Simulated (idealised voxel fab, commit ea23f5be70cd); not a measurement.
process module | voxel air gaps
cross-section cut | 150 nm wide | cells 5 nm
A cross-section is a grid of square cells, given in bands from the top down. A band is one or more rows of cells.
Each band's line starts with the height of the band's top and of its bottom, in nm. Then come its materials from left to right, each with its width in nm. One material with "throughout" fills the band from edge to edge. "air" is empty space.
Height 0 is the level under which the wafer as received is all one material. The lowest band goes on downwards, as in "0 down".
A width such as "30 to 40" changes by the same amount from each row of cells to the next, from the band's top row to its bottom row.
"no change" after a step means that no cell of the cross-section changed.
closed voids: empty space of 8 cells or more with no open way to the top, each as width x height at its distance from the left edge, in nm
after a step's settings: what the simulator itself notes on the step
overlay nm, on a step with a mask: how far to the right of its planned place the mask lay; to the left if negative
plan
1 op RECEIVE | material Si
2 op CONFORMAL_DEP | material SiO2 | thk nm 10
3 op CONFORMAL_DEP | material SiN | thk nm 5
4 op DIRECTIONAL_DEP | material SiO2 | thk nm 30
5 op MASKED_ETCH | tone open | mask id LINES | width nm 15 | pitch nm 45 | etch materials SiO2 | depth nm 30 | overlay nm 0
6 op CONFORMAL_DEP | material TiN | thk nm 5
7 op FILL_DEP | material Ru | thk nm 10
8 op CMP | height nm 45
9 op EPI | material Ru | thk nm 10
10 op SELECTIVE_ETCH | etch materials SiO2 | depth nm 40
11 op CONFORMAL_DEP | material SiN | thk nm 5
as received, after step 1
  0 down: Si throughout
  closed voids: none
a wafer at the end: this start, this plan, one mistake
  60 to 55: SiN throughout
  55 to 45: Ru throughout
  45 to 20: Ru 15 | TiN 5 | SiO2 15 | TiN 5 | Ru 20 | TiN 5 | SiO2 15 | TiN 5 | Ru 20 | TiN 5 | SiO2 15 | TiN 5 | Ru 20
  20 to 15: TiN 20 | SiO2 15 | TiN 30 | SiO2 15 | TiN 30 | SiO2 15 | TiN 25
  15 to 10: SiN throughout
  10 to 0: SiO2 throughout
  0 down: Si throughout
  closed voids: none
what went wrong: step 5 ran as: op MASKED_ETCH | tone cover | mask id LINES | width nm 15 | pitch nm 45 | etch materials SiO2 | depth nm 30 | overlay nm 0
